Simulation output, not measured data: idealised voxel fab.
process module | voxel wiring stack
In the cross-section labelled cut, the width is 240 nm and each square cell is 5 nm.
When this document writes out a cross-section, it uses a grid of square cells and lists it as bands, beginning at the top and moving down, with a band standing for one or more rows of cells.
What a band's entry tells you: where the top is and where the bottom is, as heights in nm, and after that what lies inside, material by material from left to right, each with its width in nm. Empty space is written as the word "empty", and a single material marked with the word "full width" occupies the band from edge to edge.
Heights are measured from 0, the level below which the as-received wafer is all one material; the lowest band has no bottom and continues downward, written as in "from 0 down".
Width spec "30..40" -> top row of cells at first value, bottom row at second value, equal per-row change in between.
"nothing got changed" -> step changed no cross-section cell.
"Voids, fully enclosed" specifies each empty space that is not open to the top and that occupies no fewer than 8 cells, using the form width x height at distance, the distance measured from the left edge and all three quantities in nm.
It should be noted that, on the line of a given step, the content following the step's settings is a remark produced by the simulator itself with respect to that step.
For masked steps, "overlay nm" on the step line gives how far right of plan the mask actually lay; a minus sign means it lay to the left.

**Below is the list of planned process steps**
1,RECEIVE | material Si
2,CONFORMAL_DEP | material SiO2 | thk nm 15
3,CONFORMAL_DEP | material SiN | thk nm 5
4,DIRECTIONAL_DEP | material lowk | thk nm 20
5,PATTERN | tone open | mask id METAL_1 | material resist | width nm 30 | pitch nm 45 | thk nm 15 | overlay nm 0
6,DIRECTIONAL_ETCH | etch materials lowk | depth nm 20
7,DIRECTIONAL_ETCH | etch materials SiN | depth nm 5
8,STRIP | etch materials resist
9,CONFORMAL_DEP | material TiN | thk nm 5
10,FILL_DEP | material Cu | thk nm 5
11,CMP | height nm 40
12,CONFORMAL_DEP | material SiCN | thk nm 5
13,DIRECTIONAL_DEP | material lowk | thk nm 20
14,MASKED_ETCH | tone open | mask id PLUG_1 | width nm 15 | pitch nm 45 | etch materials lowk | depth nm 20 | overlay nm 0
15,MASKED_ETCH | tone open | mask id PLUG_1 | width nm 15 | pitch nm 45 | etch materials SiCN | depth nm 5 | overlay nm 0
16,CONFORMAL_DEP | material TiN | thk nm 5
17,FILL_DEP | material Cu | thk nm 5
18,CMP | height nm 65
19,CONFORMAL_DEP | material SiCN | thk nm 5
20,DIRECTIONAL_DEP | material lowk | thk nm 20
21,DIRECTIONAL_DEP | material aC | thk nm 15
22,PATTERN | tone open | mask id METAL_2 | material resist | width nm 30 | pitch nm 45 | thk nm 35 | overlay nm 0
23,DIRECTIONAL_ETCH | etch materials aC | depth nm 15
24,STRIP | etch materials resist
25,DIRECTIONAL_ETCH | etch materials lowk | depth nm 20
26,DIRECTIONAL_ETCH | etch materials SiCN | depth nm 5
27,STRIP | etch materials aC
28,CONFORMAL_DEP | material TiN | thk nm 5
29,FILL_DEP | material W | thk nm 5
30,CMP | height nm 90
31,EPI | material Ru | thk nm 5
32,FILL_DEP | material SiCN | thk nm 5
33,DIRECTIONAL_DEP | material lowk | thk nm 35
34,PATTERN | tone open | mask id METAL_3 | material resist | width nm 30 | pitch nm 45 | thk nm 20 | overlay nm 0
35,DIRECTIONAL_ETCH | etch materials lowk | depth nm 20
36,STRIP | etch materials resist
37,MASKED_ETCH | tone open | mask id METAL_3_HOLES | width nm 15 | pitch nm 45 | etch materials lowk | depth nm 15 | overlay nm 0
38,MASKED_ETCH | tone open | mask id METAL_3_HOLES | width nm 15 | pitch nm 45 | etch materials SiCN | depth nm 5 | overlay nm 0
39,CONFORMAL_DEP | material TiN | thk nm 5
40,FILL_DEP | material Cu | thk nm 5
41,CMP | height nm 135
42,CONFORMAL_DEP | material SiCN | thk nm 5

**Of two wafers, the first: run according to plan**

**Cross-section, incoming material, after step 1**
from 0 down: Si full width
Voids, fully enclosed: none

**Cross-section: wafer state after step 2**
from 15 to 0: SiO2 full width
Under the height 0 nothing was changed.

**Cross-section: wafer state after step 3**
from 20 to 15: SiN full width
Under the height 15 nothing was changed.

**Cross-section: wafer state after step 4**
from 40 to 20: lowk full width
Under the height 20 nothing was changed.

**Cross-section: wafer state after step 5**
from 55 to 40: resist: 35; empty: 30; resist: 15; empty: 30; resist: 15; empty: 30; resist: 15; empty: 30; resist: 40
Under the height 40 nothing was changed.

**Cross-section: wafer state after step 6**
from 55 to 40: resist: 35; empty: 30; resist: 15; empty: 30; resist: 15; empty: 30; resist: 15; empty: 30; resist: 40
from 40 to 20: lowk: 35; empty: 30; lowk: 15; empty: 30; lowk: 15; empty: 30; lowk: 15; empty: 30; lowk: 40
Under the height 20 nothing was changed.

**Cross-section: wafer state after step 7**
from 55 to 40: resist: 35; empty: 30; resist: 15; empty: 30; resist: 15; empty: 30; resist: 15; empty: 30; resist: 40
from 40 to 20: lowk: 35; empty: 30; lowk: 15; empty: 30; lowk: 15; empty: 30; lowk: 15; empty: 30; lowk: 40
from 20 to 15: SiN: 35; empty: 30; SiN: 15; empty: 30; SiN: 15; empty: 30; SiN: 15; empty: 30; SiN: 40
Under the height 15 nothing was changed.

**Cross-section: wafer state after step 8**
from 40 to 20: lowk: 35; empty: 30; lowk: 15; empty: 30; lowk: 15; empty: 30; lowk: 15; empty: 30; lowk: 40
Under the height 20 nothing was changed.

**Cross-section: wafer state after step 9**
from 45 to 40: TiN: 40; empty: 20; TiN: 25; empty: 20; TiN: 25; empty: 20; TiN: 25; empty: 20; TiN: 45
from 40 to 20: lowk: 35; TiN: 5; empty: 20; TiN: 5; lowk: 15; TiN: 5; empty: 20; TiN: 5; lowk: 15; TiN: 5; empty: 20; TiN: 5; lowk: 15; TiN: 5; empty: 20; TiN: 5; lowk: 40
from 20 to 15: SiN: 35; TiN: 30; SiN: 15; TiN: 30; SiN: 15; TiN: 30; SiN: 15; TiN: 30; SiN: 40
Under the height 15 nothing was changed.

**Cross-section: wafer state after step 10**
from 50 to 45: Cu full width
from 45 to 40: TiN: 40; Cu: 20; TiN: 25; Cu: 20; TiN: 25; Cu: 20; TiN: 25; Cu: 20; TiN: 45
from 40 to 20: lowk: 35; TiN: 5; Cu: 20; TiN: 5; lowk: 15; TiN: 5; Cu: 20; TiN: 5; lowk: 15; TiN: 5; Cu: 20; TiN: 5; lowk: 15; TiN: 5; Cu: 20; TiN: 5; lowk: 40
Under the height 20 nothing was changed.

**Cross-section: wafer state after step 11**
from 40 to 20: lowk: 35; TiN: 5; Cu: 20; TiN: 5; lowk: 15; TiN: 5; Cu: 20; TiN: 5; lowk: 15; TiN: 5; Cu: 20; TiN: 5; lowk: 15; TiN: 5; Cu: 20; TiN: 5; lowk: 40
Under the height 20 nothing was changed.

**Cross-section: wafer state after step 12**
from 45 to 40: SiCN full width
Under the height 40 nothing was changed.

**Cross-section: wafer state after step 13**
from 65 to 45: lowk full width
Under the height 45 nothing was changed.

**Cross-section: wafer state after step 14**
from 65 to 45: lowk: 35; empty: 15; lowk: 30; empty: 15; lowk: 30; empty: 15; lowk: 30; empty: 15; lowk: 55
Under the height 45 nothing was changed.

**Cross-section: wafer state after step 15**
from 65 to 45: lowk: 35; empty: 15; lowk: 30; empty: 15; lowk: 30; empty: 15; lowk: 30; empty: 15; lowk: 55
from 45 to 40: SiCN: 35; empty: 15; SiCN: 30; empty: 15; SiCN: 30; empty: 15; SiCN: 30; empty: 15; SiCN: 55
Under the height 40 nothing was changed.

**Cross-section: wafer state after step 16**
from 70 to 65: TiN: 40; empty: 5; TiN: 40; empty: 5; TiN: 40; empty: 5; TiN: 40; empty: 5; TiN: 60
from 65 to 45: lowk: 35; TiN: 5; empty: 5; TiN: 5; lowk: 30; TiN: 5; empty: 5; TiN: 5; lowk: 30; TiN: 5; empty: 5; TiN: 5; lowk: 30; TiN: 5; empty: 5; TiN: 5; lowk: 55
from 45 to 40: SiCN: 35; TiN: 15; SiCN: 30; TiN: 15; SiCN: 30; TiN: 15; SiCN: 30; TiN: 15; SiCN: 55
Under the height 40 nothing was changed.

**Cross-section: wafer state after step 17**
from 75 to 70: Cu full width
from 70 to 65: TiN: 40; Cu: 5; TiN: 40; Cu: 5; TiN: 40; Cu: 5; TiN: 40; Cu: 5; TiN: 60
from 65 to 45: lowk: 35; TiN: 5; Cu: 5; TiN: 5; lowk: 30; TiN: 5; Cu: 5; TiN: 5; lowk: 30; TiN: 5; Cu: 5; TiN: 5; lowk: 30; TiN: 5; Cu: 5; TiN: 5; lowk: 55
Under the height 45 nothing was changed.

**Cross-section: wafer state after step 18**
from 65 to 45: lowk: 35; TiN: 5; Cu: 5; TiN: 5; lowk: 30; TiN: 5; Cu: 5; TiN: 5; lowk: 30; TiN: 5; Cu: 5; TiN: 5; lowk: 30; TiN: 5; Cu: 5; TiN: 5; lowk: 55
Under the height 45 nothing was changed.

**Cross-section: wafer state after step 19**
from 70 to 65: SiCN full width
Under the height 65 nothing was changed.

**Cross-section: wafer state after step 20**
from 90 to 70: lowk full width
Under the height 70 nothing was changed.

**Cross-section: wafer state after step 21**
from 105 to 90: aC full width
Under the height 90 nothing was changed.

**Cross-section: wafer state after step 22**
from 140 to 105: resist: 35; empty: 30; resist: 15; empty: 30; resist: 15; empty: 30; resist: 15; empty: 30; resist: 40
Under the height 105 nothing was changed.

**Cross-section: wafer state after step 23**
from 125 to 105: resist: 35; empty: 30; resist: 15; empty: 30; resist: 15; empty: 30; resist: 15; empty: 30; resist: 40
from 105 to 90: aC: 35; empty: 30; aC: 15; empty: 30; aC: 15; empty: 30; aC: 15; empty: 30; aC: 40
Under the height 90 nothing was changed.

**Cross-section: wafer state after step 24**
from 105 to 90: aC: 35; empty: 30; aC: 15; empty: 30; aC: 15; empty: 30; aC: 15; empty: 30; aC: 40
Under the height 90 nothing was changed.

**Cross-section: wafer state after step 25**
from 105 to 90: aC: 35; empty: 30; aC: 15; empty: 30; aC: 15; empty: 30; aC: 15; empty: 30; aC: 40
from 90 to 70: lowk: 35; empty: 30; lowk: 15; empty: 30; lowk: 15; empty: 30; lowk: 15; empty: 30; lowk: 40
Under the height 70 nothing was changed.

**Cross-section: wafer state after step 26**
from 105 to 90: aC: 35; empty: 30; aC: 15; empty: 30; aC: 15; empty: 30; aC: 15; empty: 30; aC: 40
from 90 to 70: lowk: 35; empty: 30; lowk: 15; empty: 30; lowk: 15; empty: 30; lowk: 15; empty: 30; lowk: 40
from 70 to 65: SiCN: 35; empty: 30; SiCN: 15; empty: 30; SiCN: 15; empty: 30; SiCN: 15; empty: 30; SiCN: 40
Under the height 65 nothing was changed.

**Cross-section: wafer state after step 27**
from 90 to 70: lowk: 35; empty: 30; lowk: 15; empty: 30; lowk: 15; empty: 30; lowk: 15; empty: 30; lowk: 40
Under the height 70 nothing was changed.

**Cross-section: wafer state after step 28**
from 95 to 90: TiN: 40; empty: 20; TiN: 25; empty: 20; TiN: 25; empty: 20; TiN: 25; empty: 20; TiN: 45
from 90 to 70: lowk: 35; TiN: 5; empty: 20; TiN: 5; lowk: 15; TiN: 5; empty: 20; TiN: 5; lowk: 15; TiN: 5; empty: 20; TiN: 5; lowk: 15; TiN: 5; empty: 20; TiN: 5; lowk: 40
from 70 to 65: SiCN: 35; TiN: 30; SiCN: 15; TiN: 30; SiCN: 15; TiN: 30; SiCN: 15; TiN: 30; SiCN: 40
Under the height 65 nothing was changed.

**Cross-section: wafer state after step 29**
from 100 to 95: W full width
from 95 to 90: TiN: 40; W: 20; TiN: 25; W: 20; TiN: 25; W: 20; TiN: 25; W: 20; TiN: 45
from 90 to 70: lowk: 35; TiN: 5; W: 20; TiN: 5; lowk: 15; TiN: 5; W: 20; TiN: 5; lowk: 15; TiN: 5; W: 20; TiN: 5; lowk: 15; TiN: 5; W: 20; TiN: 5; lowk: 40
Under the height 70 nothing was changed.

**Cross-section: wafer state after step 30**
from 90 to 70: lowk: 35; TiN: 5; W: 20; TiN: 5; lowk: 15; TiN: 5; W: 20; TiN: 5; lowk: 15; TiN: 5; W: 20; TiN: 5; lowk: 15; TiN: 5; W: 20; TiN: 5; lowk: 40
Under the height 70 nothing was changed.

**Cross-section: wafer state after step 31**
from 95 to 90: empty: 30; Ru: 40; empty: 5; Ru: 40; empty: 5; Ru: 40; empty: 5; Ru: 40; empty: 35
Under the height 90 nothing was changed.

**Cross-section: wafer state after step 32**
from 100 to 95: SiCN full width
from 95 to 90: SiCN: 30; Ru: 40; SiCN: 5; Ru: 40; SiCN: 5; Ru: 40; SiCN: 5; Ru: 40; SiCN: 35
Under the height 90 nothing was changed.

**Cross-section: wafer state after step 33**
from 135 to 100: lowk full width
Under the height 100 nothing was changed.

**Cross-section: wafer state after step 34**
from 155 to 135: resist: 35; empty: 30; resist: 15; empty: 30; resist: 15; empty: 30; resist: 15; empty: 30; resist: 40
Under the height 135 nothing was changed.

**Cross-section: wafer state after step 35**
from 155 to 135: resist: 35; empty: 30; resist: 15; empty: 30; resist: 15; empty: 30; resist: 15; empty: 30; resist: 40
from 135 to 115: lowk: 35; empty: 30; lowk: 15; empty: 30; lowk: 15; empty: 30; lowk: 15; empty: 30; lowk: 40
Under the height 115 nothing was changed.

**Cross-section: wafer state after step 36**
from 135 to 115: lowk: 35; empty: 30; lowk: 15; empty: 30; lowk: 15; empty: 30; lowk: 15; empty: 30; lowk: 40
Under the height 115 nothing was changed.

**Cross-section: wafer state after step 37**
from 135 to 115: lowk: 35; empty: 30; lowk: 15; empty: 30; lowk: 15; empty: 30; lowk: 15; empty: 30; lowk: 40
from 115 to 100: lowk: 35; empty: 15; lowk: 30; empty: 15; lowk: 30; empty: 15; lowk: 30; empty: 15; lowk: 55
Under the height 100 nothing was changed.

**Cross-section: wafer state after step 38**
from 135 to 115: lowk: 35; empty: 30; lowk: 15; empty: 30; lowk: 15; empty: 30; lowk: 15; empty: 30; lowk: 40
from 115 to 100: lowk: 35; empty: 15; lowk: 30; empty: 15; lowk: 30; empty: 15; lowk: 30; empty: 15; lowk: 55
from 100 to 95: SiCN: 35; empty: 15; SiCN: 30; empty: 15; SiCN: 30; empty: 15; SiCN: 30; empty: 15; SiCN: 55
Under the height 95 nothing was changed.

**Cross-section: wafer state after step 39**
from 140 to 135: TiN: 40; empty: 20; TiN: 25; empty: 20; TiN: 25; empty: 20; TiN: 25; empty: 20; TiN: 45
from 135 to 120: lowk: 35; TiN: 5; empty: 20; TiN: 5; lowk: 15; TiN: 5; empty: 20; TiN: 5; lowk: 15; TiN: 5; empty: 20; TiN: 5; lowk: 15; TiN: 5; empty: 20; TiN: 5; lowk: 40
from 120 to 115: lowk: 35; TiN: 5; empty: 5; TiN: 20; lowk: 15; TiN: 5; empty: 5; TiN: 20; lowk: 15; TiN: 5; empty: 5; TiN: 20; lowk: 15; TiN: 5; empty: 5; TiN: 20; lowk: 40
from 115 to 100: lowk: 35; TiN: 5; empty: 5; TiN: 5; lowk: 30; TiN: 5; empty: 5; TiN: 5; lowk: 30; TiN: 5; empty: 5; TiN: 5; lowk: 30; TiN: 5; empty: 5; TiN: 5; lowk: 55
from 100 to 95: SiCN: 35; TiN: 15; SiCN: 30; TiN: 15; SiCN: 30; TiN: 15; SiCN: 30; TiN: 15; SiCN: 55
Under the height 95 nothing was changed.

**Cross-section: wafer state after step 40**
from 145 to 140: Cu full width
from 140 to 135: TiN: 40; Cu: 20; TiN: 25; Cu: 20; TiN: 25; Cu: 20; TiN: 25; Cu: 20; TiN: 45
from 135 to 120: lowk: 35; TiN: 5; Cu: 20; TiN: 5; lowk: 15; TiN: 5; Cu: 20; TiN: 5; lowk: 15; TiN: 5; Cu: 20; TiN: 5; lowk: 15; TiN: 5; Cu: 20; TiN: 5; lowk: 40
from 120 to 115: lowk: 35; TiN: 5; Cu: 5; TiN: 20; lowk: 15; TiN: 5; Cu: 5; TiN: 20; lowk: 15; TiN: 5; Cu: 5; TiN: 20; lowk: 15; TiN: 5; Cu: 5; TiN: 20; lowk: 40
from 115 to 100: lowk: 35; TiN: 5; Cu: 5; TiN: 5; lowk: 30; TiN: 5; Cu: 5; TiN: 5; lowk: 30; TiN: 5; Cu: 5; TiN: 5; lowk: 30; TiN: 5; Cu: 5; TiN: 5; lowk: 55
Under the height 100 nothing was changed.

**Cross-section: wafer state after step 41**
from 135 to 120: lowk: 35; TiN: 5; Cu: 20; TiN: 5; lowk: 15; TiN: 5; Cu: 20; TiN: 5; lowk: 15; TiN: 5; Cu: 20; TiN: 5; lowk: 15; TiN: 5; Cu: 20; TiN: 5; lowk: 40
Under the height 120 nothing was changed.

**Cross-section: wafer state after step 42**
from 140 to 135: SiCN full width
Under the height 135 nothing was changed.

**Regarding the second of the two wafers: it shared the first wafer's starting condition and process plan, yet one error occurred during its execution. Its history coincides with that of the first wafer up to and including step 14**

**Cross-sectional representation of the second wafer at the time designated in the plan for the completion of step 15**
from 65 to 45: lowk: 35; empty: 15; lowk: 30; empty: 15; lowk: 30; empty: 15; lowk: 30; empty: 15; lowk: 55
from 45 to 40: SiCN: 40; empty: 10; SiCN: 35; empty: 10; SiCN: 35; empty: 10; SiCN: 35; empty: 10; SiCN: 55
Under the height 40 nothing was changed.

**Cross-sectional representation of the second wafer at the time designated in the plan for the completion of step 16**
from 70 to 65: TiN: 40; empty: 5; TiN: 40; empty: 5; TiN: 40; empty: 5; TiN: 40; empty: 5; TiN: 60
from 65 to 50: lowk: 35; TiN: 5; empty: 5; TiN: 5; lowk: 30; TiN: 5; empty: 5; TiN: 5; lowk: 30; TiN: 5; empty: 5; TiN: 5; lowk: 30; TiN: 5; empty: 5; TiN: 5; lowk: 55
from 50 to 45: lowk: 35; TiN: 15; lowk: 30; TiN: 15; lowk: 30; TiN: 15; lowk: 30; TiN: 15; lowk: 55
from 45 to 40: SiCN: 40; TiN: 10; SiCN: 35; TiN: 10; SiCN: 35; TiN: 10; SiCN: 35; TiN: 10; SiCN: 55
Under the height 40 nothing was changed.

**Cross-sectional representation of the second wafer at the time designated in the plan for the completion of step 17**
from 75 to 70: Cu full width
from 70 to 65: TiN: 40; Cu: 5; TiN: 40; Cu: 5; TiN: 40; Cu: 5; TiN: 40; Cu: 5; TiN: 60
from 65 to 50: lowk: 35; TiN: 5; Cu: 5; TiN: 5; lowk: 30; TiN: 5; Cu: 5; TiN: 5; lowk: 30; TiN: 5; Cu: 5; TiN: 5; lowk: 30; TiN: 5; Cu: 5; TiN: 5; lowk: 55
Under the height 50 nothing was changed.

**Cross-sectional representation of the second wafer at the time designated in the plan for the completion of step 18**
from 65 to 50: lowk: 35; TiN: 5; Cu: 5; TiN: 5; lowk: 30; TiN: 5; Cu: 5; TiN: 5; lowk: 30; TiN: 5; Cu: 5; TiN: 5; lowk: 30; TiN: 5; Cu: 5; TiN: 5; lowk: 55
Under the height 50 nothing was changed.

**Cross-sectional representation of the second wafer at the time designated in the plan for the completion of step 19**
from 70 to 65: SiCN full width
Under the height 65 nothing was changed.

**Cross-sectional representation of the second wafer at the time designated in the plan for the completion of step 20**
from 90 to 70: lowk full width
Under the height 70 nothing was changed.

**Cross-sectional representation of the second wafer at the time designated in the plan for the completion of step 21**
from 105 to 90: aC full width
Under the height 90 nothing was changed.

**Cross-sectional representation of the second wafer at the time designated in the plan for the completion of step 22**
from 140 to 105: resist: 35; empty: 30; resist: 15; empty: 30; resist: 15; empty: 30; resist: 15; empty: 30; resist: 40
Under the height 105 nothing was changed.

**Cross-sectional representation of the second wafer at the time designated in the plan for the completion of step 23**
from 125 to 105: resist: 35; empty: 30; resist: 15; empty: 30; resist: 15; empty: 30; resist: 15; empty: 30; resist: 40
from 105 to 90: aC: 35; empty: 30; aC: 15; empty: 30; aC: 15; empty: 30; aC: 15; empty: 30; aC: 40
Under the height 90 nothing was changed.

**Cross-sectional representation of the second wafer at the time designated in the plan for the completion of step 24**
from 105 to 90: aC: 35; empty: 30; aC: 15; empty: 30; aC: 15; empty: 30; aC: 15; empty: 30; aC: 40
Under the height 90 nothing was changed.

**Cross-sectional representation of the second wafer at the time designated in the plan for the completion of step 25**
from 105 to 90: aC: 35; empty: 30; aC: 15; empty: 30; aC: 15; empty: 30; aC: 15; empty: 30; aC: 40
from 90 to 70: lowk: 35; empty: 30; lowk: 15; empty: 30; lowk: 15; empty: 30; lowk: 15; empty: 30; lowk: 40
Under the height 70 nothing was changed.

**Cross-sectional representation of the second wafer at the time designated in the plan for the completion of step 26**
from 105 to 90: aC: 35; empty: 30; aC: 15; empty: 30; aC: 15; empty: 30; aC: 15; empty: 30; aC: 40
from 90 to 70: lowk: 35; empty: 30; lowk: 15; empty: 30; lowk: 15; empty: 30; lowk: 15; empty: 30; lowk: 40
from 70 to 65: SiCN: 35; empty: 30; SiCN: 15; empty: 30; SiCN: 15; empty: 30; SiCN: 15; empty: 30; SiCN: 40
Under the height 65 nothing was changed.

**Cross-sectional representation of the second wafer at the time designated in the plan for the completion of step 27**
from 90 to 70: lowk: 35; empty: 30; lowk: 15; empty: 30; lowk: 15; empty: 30; lowk: 15; empty: 30; lowk: 40
Under the height 70 nothing was changed.

**Cross-sectional representation of the second wafer at the time designated in the plan for the completion of step 28**
from 95 to 90: TiN: 40; empty: 20; TiN: 25; empty: 20; TiN: 25; empty: 20; TiN: 25; empty: 20; TiN: 45
from 90 to 70: lowk: 35; TiN: 5; empty: 20; TiN: 5; lowk: 15; TiN: 5; empty: 20; TiN: 5; lowk: 15; TiN: 5; empty: 20; TiN: 5; lowk: 15; TiN: 5; empty: 20; TiN: 5; lowk: 40
from 70 to 65: SiCN: 35; TiN: 30; SiCN: 15; TiN: 30; SiCN: 15; TiN: 30; SiCN: 15; TiN: 30; SiCN: 40
Under the height 65 nothing was changed.

**Cross-sectional representation of the second wafer at the time designated in the plan for the completion of step 29**
from 100 to 95: W full width
from 95 to 90: TiN: 40; W: 20; TiN: 25; W: 20; TiN: 25; W: 20; TiN: 25; W: 20; TiN: 45
from 90 to 70: lowk: 35; TiN: 5; W: 20; TiN: 5; lowk: 15; TiN: 5; W: 20; TiN: 5; lowk: 15; TiN: 5; W: 20; TiN: 5; lowk: 15; TiN: 5; W: 20; TiN: 5; lowk: 40
Under the height 70 nothing was changed.

**Cross-sectional representation of the second wafer at the time designated in the plan for the completion of step 30**
from 90 to 70: lowk: 35; TiN: 5; W: 20; TiN: 5; lowk: 15; TiN: 5; W: 20; TiN: 5; lowk: 15; TiN: 5; W: 20; TiN: 5; lowk: 15; TiN: 5; W: 20; TiN: 5; lowk: 40
Under the height 70 nothing was changed.

**Cross-sectional representation of the second wafer at the time designated in the plan for the completion of step 31**
from 95 to 90: empty: 30; Ru: 40; empty: 5; Ru: 40; empty: 5; Ru: 40; empty: 5; Ru: 40; empty: 35
Under the height 90 nothing was changed.

**Cross-sectional representation of the second wafer at the time designated in the plan for the completion of step 32**
from 100 to 95: SiCN full width
from 95 to 90: SiCN: 30; Ru: 40; SiCN: 5; Ru: 40; SiCN: 5; Ru: 40; SiCN: 5; Ru: 40; SiCN: 35
Under the height 90 nothing was changed.

**Cross-sectional representation of the second wafer at the time designated in the plan for the completion of step 33**
from 135 to 100: lowk full width
Under the height 100 nothing was changed.

**Cross-sectional representation of the second wafer at the time designated in the plan for the completion of step 34**
from 155 to 135: resist: 35; empty: 30; resist: 15; empty: 30; resist: 15; empty: 30; resist: 15; empty: 30; resist: 40
Under the height 135 nothing was changed.

**Cross-sectional representation of the second wafer at the time designated in the plan for the completion of step 35**
from 155 to 135: resist: 35; empty: 30; resist: 15; empty: 30; resist: 15; empty: 30; resist: 15; empty: 30; resist: 40
from 135 to 115: lowk: 35; empty: 30; lowk: 15; empty: 30; lowk: 15; empty: 30; lowk: 15; empty: 30; lowk: 40
Under the height 115 nothing was changed.

**Cross-sectional representation of the second wafer at the time designated in the plan for the completion of step 36**
from 135 to 115: lowk: 35; empty: 30; lowk: 15; empty: 30; lowk: 15; empty: 30; lowk: 15; empty: 30; lowk: 40
Under the height 115 nothing was changed.

**Cross-sectional representation of the second wafer at the time designated in the plan for the completion of step 37**
from 135 to 115: lowk: 35; empty: 30; lowk: 15; empty: 30; lowk: 15; empty: 30; lowk: 15; empty: 30; lowk: 40
from 115 to 100: lowk: 35; empty: 15; lowk: 30; empty: 15; lowk: 30; empty: 15; lowk: 30; empty: 15; lowk: 55
Under the height 100 nothing was changed.

**Cross-sectional representation of the second wafer at the time designated in the plan for the completion of step 38**
from 135 to 115: lowk: 35; empty: 30; lowk: 15; empty: 30; lowk: 15; empty: 30; lowk: 15; empty: 30; lowk: 40
from 115 to 100: lowk: 35; empty: 15; lowk: 30; empty: 15; lowk: 30; empty: 15; lowk: 30; empty: 15; lowk: 55
from 100 to 95: SiCN: 35; empty: 15; SiCN: 30; empty: 15; SiCN: 30; empty: 15; SiCN: 30; empty: 15; SiCN: 55
Under the height 95 nothing was changed.

**Cross-sectional representation of the second wafer at the time designated in the plan for the completion of step 39**
from 140 to 135: TiN: 40; empty: 20; TiN: 25; empty: 20; TiN: 25; empty: 20; TiN: 25; empty: 20; TiN: 45
from 135 to 120: lowk: 35; TiN: 5; empty: 20; TiN: 5; lowk: 15; TiN: 5; empty: 20; TiN: 5; lowk: 15; TiN: 5; empty: 20; TiN: 5; lowk: 15; TiN: 5; empty: 20; TiN: 5; lowk: 40
from 120 to 115: lowk: 35; TiN: 5; empty: 5; TiN: 20; lowk: 15; TiN: 5; empty: 5; TiN: 20; lowk: 15; TiN: 5; empty: 5; TiN: 20; lowk: 15; TiN: 5; empty: 5; TiN: 20; lowk: 40
from 115 to 100: lowk: 35; TiN: 5; empty: 5; TiN: 5; lowk: 30; TiN: 5; empty: 5; TiN: 5; lowk: 30; TiN: 5; empty: 5; TiN: 5; lowk: 30; TiN: 5; empty: 5; TiN: 5; lowk: 55
from 100 to 95: SiCN: 35; TiN: 15; SiCN: 30; TiN: 15; SiCN: 30; TiN: 15; SiCN: 30; TiN: 15; SiCN: 55
Under the height 95 nothing was changed.

**Cross-sectional representation of the second wafer at the time designated in the plan for the completion of step 40**
from 145 to 140: Cu full width
from 140 to 135: TiN: 40; Cu: 20; TiN: 25; Cu: 20; TiN: 25; Cu: 20; TiN: 25; Cu: 20; TiN: 45
from 135 to 120: lowk: 35; TiN: 5; Cu: 20; TiN: 5; lowk: 15; TiN: 5; Cu: 20; TiN: 5; lowk: 15; TiN: 5; Cu: 20; TiN: 5; lowk: 15; TiN: 5; Cu: 20; TiN: 5; lowk: 40
from 120 to 115: lowk: 35; TiN: 5; Cu: 5; TiN: 20; lowk: 15; TiN: 5; Cu: 5; TiN: 20; lowk: 15; TiN: 5; Cu: 5; TiN: 20; lowk: 15; TiN: 5; Cu: 5; TiN: 20; lowk: 40
from 115 to 100: lowk: 35; TiN: 5; Cu: 5; TiN: 5; lowk: 30; TiN: 5; Cu: 5; TiN: 5; lowk: 30; TiN: 5; Cu: 5; TiN: 5; lowk: 30; TiN: 5; Cu: 5; TiN: 5; lowk: 55
Under the height 100 nothing was changed.

**Cross-sectional representation of the second wafer at the time designated in the plan for the completion of step 41**
from 135 to 120: lowk: 35; TiN: 5; Cu: 20; TiN: 5; lowk: 15; TiN: 5; Cu: 20; TiN: 5; lowk: 15; TiN: 5; Cu: 20; TiN: 5; lowk: 15; TiN: 5; Cu: 20; TiN: 5; lowk: 40
Under the height 120 nothing was changed.

**Cross-sectional representation of the second wafer at the time designated in the plan for the completion of step 42**
from 140 to 135: SiCN full width
Under the height 135 nothing was changed.
So what did we get wrong on this run? so step 15 ended up running with a different setting than we planned, it ran as MASKED_ETCH | tone open | mask id PLUG_1 | width nm 15 | pitch nm 45 | etch materials SiCN | depth nm 5 | overlay nm 5
Final cells, second wafer relative to first, materials higher or lower: Cu: 4 fewer | SiCN: 4 more
